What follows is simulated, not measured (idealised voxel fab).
process module | voxel capacitor over wiring
cross-section cut | 275 nm wide | cells 5 nm
A cross-section is a grid of square cells, given in bands from the top down. A band is one or more rows of cells.
Each band's line starts with the height of the band's top and of its bottom, in nm. Then come its materials from left to right, each with its width in nm. One material with "throughout" fills the band from edge to edge. "air" is empty space.
Height 0 is the level under which the wafer as received is all one material. The lowest band goes on downwards, as in "0 down".
A width such as "30 to 40" changes by the same amount from each row of cells to the next, from the band's top row to its bottom row.
"no change" after a step means that no cell of the cross-section changed.
closed voids: empty space of 8 cells or more with no open way to the top, each as width x height at its distance from the left edge, in nm
after a step's settings: what the simulator itself notes on the step
overlay nm, on a step with a mask: how far to the right of its planned place the mask lay; to the left if negative
plan
1 op RECEIVE | material Si
2 op CONFORMAL_DEP | material SiO2 | thk nm 15
3 op DIRECTIONAL_DEP | material TiN | thk nm 5
4 op DIRECTIONAL_DEP | material Ru | thk nm 20
5 op MASKED_ETCH | tone cover | mask id METAL_1 | width nm 20 | pitch nm 90 | etch materials Ru | depth nm 20 | overlay nm 0
6 op MASKED_ETCH | tone cover | mask id METAL_1 | width nm 20 | pitch nm 90 | etch materials TiN | depth nm 5 | overlay nm 0
7 op FILL_DEP | material SiO2 | thk nm 5
8 op CMP | height nm 40
9 op CONFORMAL_DEP | material SiCN | thk nm 5
10 op DIRECTIONAL_DEP | material lowk | thk nm 20
11 op PATTERN | tone open | mask id PLUG_1 | material resist | width nm 15 | thk nm 20 | overlay nm 0
12 op DIRECTIONAL_ETCH | etch materials lowk | depth nm 20
13 op DIRECTIONAL_ETCH | etch materials SiCN | depth nm 5
14 op STRIP | etch materials resist
15 op CONFORMAL_DEP | material TiN | thk nm 5
16 op FILL_DEP | material Cu | thk nm 10
17 op CMP | height nm 65
18 op DIRECTIONAL_DEP | material TiN | thk nm 10
19 op DIRECTIONAL_DEP | material SiN | thk nm 5
20 op DIRECTIONAL_DEP | material TiN | thk nm 5
21 op MASKED_ETCH | tone cover | mask id UPPER_PLATE | width nm 75 | etch materials TiN | depth nm 5 | overlay nm 0
22 op MASKED_ETCH | tone cover | mask id UPPER_PLATE | width nm 75 | etch materials SiN | depth nm 5 | overlay nm 0
23 op MASKED_ETCH | tone cover | mask id LOWER_PLATE | width nm 85 | etch materials TiN | depth nm 10 | overlay nm 0
24 op FILL_DEP | material SiO2 | thk nm 15
25 op CMP | height nm 95
26 op PATTERN | tone open | mask id PLUG_2 | material resist | width nm 15 | thk nm 20 | overlay nm 0
27 op DIRECTIONAL_ETCH | etch materials SiO2 | depth nm 10
28 op STRIP | etch materials resist
29 op CONFORMAL_DEP | material TiN | thk nm 5
30 op FILL_DEP | material W | thk nm 5
31 op CMP | height nm 95
32 op CONFORMAL_DEP | material SiCN | thk nm 5
first wafer, as planned
as received, after step 1
  0 down: Si throughout
  closed voids: none
after step 2
  15 to 0: SiO2 throughout
  below 0: unchanged
after step 3
  20 to 15: TiN throughout
  below 15: unchanged
after step 4
  40 to 20: Ru throughout
  below 20: unchanged
after step 5
  40 to 20: air 80 | Ru 20 | air 70 | Ru 20 | air 85
  below 20: unchanged
after step 6
  40 to 20: air 80 | Ru 20 | air 70 | Ru 20 | air 85
  20 to 15: air 80 | TiN 20 | air 70 | TiN 20 | air 85
  below 15: unchanged
after step 7
  45 to 40: SiO2 throughout
  40 to 20: SiO2 80 | Ru 20 | SiO2 70 | Ru 20 | SiO2 85
  20 to 15: SiO2 80 | TiN 20 | SiO2 70 | TiN 20 | SiO2 85
  below 15: unchanged
after step 8
  40 to 20: SiO2 80 | Ru 20 | SiO2 70 | Ru 20 | SiO2 85
  below 20: unchanged
after step 9
  45 to 40: SiCN throughout
  below 40: unchanged
after step 10
  65 to 45: lowk throughout
  below 45: unchanged
after step 11
  85 to 65: resist 85 | air 15 | resist 175
  below 65: unchanged
after step 12
  85 to 65: resist 85 | air 15 | resist 175
  65 to 45: lowk 85 | air 15 | lowk 175
  below 45: unchanged
after step 13
  85 to 65: resist 85 | air 15 | resist 175
  65 to 45: lowk 85 | air 15 | lowk 175
  45 to 40: SiCN 85 | air 15 | SiCN 175
  below 40: unchanged
after step 14
  65 to 45: lowk 85 | air 15 | lowk 175
  below 45: unchanged
after step 15
  70 to 65: TiN 90 | air 5 | TiN 180
  65 to 45: lowk 85 | TiN 5 | air 5 | TiN 5 | lowk 175
  45 to 40: SiCN 85 | TiN 15 | SiCN 175
  below 40: unchanged
after step 16
  80 to 70: Cu throughout
  70 to 65: TiN 90 | Cu 5 | TiN 180
  65 to 45: lowk 85 | TiN 5 | Cu 5 | TiN 5 | lowk 175
  below 45: unchanged
after step 17
  65 to 45: lowk 85 | TiN 5 | Cu 5 | TiN 5 | lowk 175
  below 45: unchanged
after step 18
  75 to 65: TiN throughout
  below 65: unchanged
after step 19
  80 to 75: SiN throughout
  below 75: unchanged
after step 20
  85 to 80: TiN throughout
  below 80: unchanged
after step 21
  85 to 80: air 85 | TiN 75 | air 115
  below 80: unchanged
after step 22
  85 to 80: air 85 | TiN 75 | air 115
  80 to 75: air 85 | SiN 75 | air 115
  below 75: unchanged
after step 23
  85 to 80: air 85 | TiN 75 | air 115
  80 to 75: air 85 | SiN 75 | air 115
  75 to 65: air 80 | TiN 85 | air 110
  below 65: unchanged
after step 24
  100 to 85: SiO2 throughout
  85 to 80: SiO2 85 | TiN 75 | SiO2 115
  80 to 75: SiO2 85 | SiN 75 | SiO2 115
  75 to 65: SiO2 80 | TiN 85 | SiO2 110
  below 65: unchanged
after step 25
  95 to 85: SiO2 throughout
  below 85: unchanged
after step 26
  115 to 95: resist 95 | air 15 | resist 165
  below 95: unchanged
after step 27
  115 to 95: resist 95 | air 15 | resist 165
  95 to 85: SiO2 95 | air 15 | SiO2 165
  below 85: unchanged
after step 28
  95 to 85: SiO2 95 | air 15 | SiO2 165
  below 85: unchanged
after step 29
  100 to 95: TiN 100 | air 5 | TiN 170
  95 to 90: SiO2 95 | TiN 5 | air 5 | TiN 5 | SiO2 165
  90 to 80: SiO2 95 to 85 | TiN 15 to 75 | SiO2 165 to 115
  below 80: unchanged
after step 30
  105 to 100: W throughout
  100 to 95: TiN 100 | W 5 | TiN 170
  95 to 90: SiO2 95 | TiN 5 | W 5 | TiN 5 | SiO2 165
  below 90: unchanged
after step 31
  95 to 90: SiO2 95 | TiN 5 | W 5 | TiN 5 | SiO2 165
  below 90: unchanged
after step 32
  100 to 95: SiCN throughout
  below 95: unchanged
second wafer: like start, like plan, one mistake. Through step 1 it matches the first wafer
when step 2 should have ended
  20 to 0: SiO2 throughout
  below 0: unchanged
when step 3 should have ended
  25 to 20: TiN throughout
  below 20: unchanged
when step 4 should have ended
  45 to 25: Ru throughout
  below 25: unchanged
when step 5 should have ended
  45 to 25: air 80 | Ru 20 | air 70 | Ru 20 | air 85
  below 25: unchanged
when step 6 should have ended
  45 to 25: air 80 | Ru 20 | air 70 | Ru 20 | air 85
  25 to 20: air 80 | TiN 20 | air 70 | TiN 20 | air 85
  below 20: unchanged
when step 7 should have ended
  50 to 45: SiO2 throughout
  45 to 25: SiO2 80 | Ru 20 | SiO2 70 | Ru 20 | SiO2 85
  25 to 20: SiO2 80 | TiN 20 | SiO2 70 | TiN 20 | SiO2 85
  below 20: unchanged
when step 8 should have ended
  40 to 25: SiO2 80 | Ru 20 | SiO2 70 | Ru 20 | SiO2 85
  below 25: unchanged
when step 9 should have ended
  45 to 40: SiCN throughout
  below 40: unchanged
when step 10 should have ended
  65 to 45: lowk throughout
  below 45: unchanged
when step 11 should have ended
  85 to 65: resist 85 | air 15 | resist 175
  below 65: unchanged
when step 12 should have ended
  85 to 65: resist 85 | air 15 | resist 175
  65 to 45: lowk 85 | air 15 | lowk 175
  below 45: unchanged
when step 13 should have ended
  85 to 65: resist 85 | air 15 | resist 175
  65 to 45: lowk 85 | air 15 | lowk 175
  45 to 40: SiCN 85 | air 15 | SiCN 175
  below 40: unchanged
when step 14 should have ended
  65 to 45: lowk 85 | air 15 | lowk 175
  below 45: unchanged
when step 15 should have ended
  70 to 65: TiN 90 | air 5 | TiN 180
  65 to 45: lowk 85 | TiN 5 | air 5 | TiN 5 | lowk 175
  45 to 40: SiCN 85 | TiN 15 | SiCN 175
  below 40: unchanged
when step 16 should have ended
  80 to 70: Cu throughout
  70 to 65: TiN 90 | Cu 5 | TiN 180
  65 to 45: lowk 85 | TiN 5 | Cu 5 | TiN 5 | lowk 175
  below 45: unchanged
when step 17 should have ended
  65 to 45: lowk 85 | TiN 5 | Cu 5 | TiN 5 | lowk 175
  below 45: unchanged
when step 18 should have ended
  75 to 65: TiN throughout
  below 65: unchanged
when step 19 should have ended
  80 to 75: SiN throughout
  below 75: unchanged
when step 20 should have ended
  85 to 80: TiN throughout
  below 80: unchanged
when step 21 should have ended
  85 to 80: air 85 | TiN 75 | air 115
  below 80: unchanged
when step 22 should have ended
  85 to 80: air 85 | TiN 75 | air 115
  80 to 75: air 85 | SiN 75 | air 115
  below 75: unchanged
when step 23 should have ended
  85 to 80: air 85 | TiN 75 | air 115
  80 to 75: air 85 | SiN 75 | air 115
  75 to 65: air 80 | TiN 85 | air 110
  below 65: unchanged
when step 24 should have ended
  100 to 85: SiO2 throughout
  85 to 80: SiO2 85 | TiN 75 | SiO2 115
  80 to 75: SiO2 85 | SiN 75 | SiO2 115
  75 to 65: SiO2 80 | TiN 85 | SiO2 110
  below 65: unchanged
when step 25 should have ended
  95 to 85: SiO2 throughout
  below 85: unchanged
when step 26 should have ended
  115 to 95: resist 95 | air 15 | resist 165
  below 95: unchanged
when step 27 should have ended
  115 to 95: resist 95 | air 15 | resist 165
  95 to 85: SiO2 95 | air 15 | SiO2 165
  below 85: unchanged
when step 28 should have ended
  95 to 85: SiO2 95 | air 15 | SiO2 165
  below 85: unchanged
when step 29 should have ended
  100 to 95: TiN 100 | air 5 | TiN 170
  95 to 90: SiO2 95 | TiN 5 | air 5 | TiN 5 | SiO2 165
  90 to 80: SiO2 95 to 85 | TiN 15 to 75 | SiO2 165 to 115
  below 80: unchanged
when step 30 should have ended
  105 to 100: W throughout
  100 to 95: TiN 100 | W 5 | TiN 170
  95 to 90: SiO2 95 | TiN 5 | W 5 | TiN 5 | SiO2 165
  below 90: unchanged
when step 31 should have ended
  95 to 90: SiO2 95 | TiN 5 | W 5 | TiN 5 | SiO2 165
  below 90: unchanged
when step 32 should have ended
  100 to 95: SiCN throughout
  below 95: unchanged
what went wrong: step 2 ran as: op CONFORMAL_DEP | material SiO2 | thk nm 20
at the end the second wafer has, in cells: 8 fewer of Ru | 8 more of SiO2
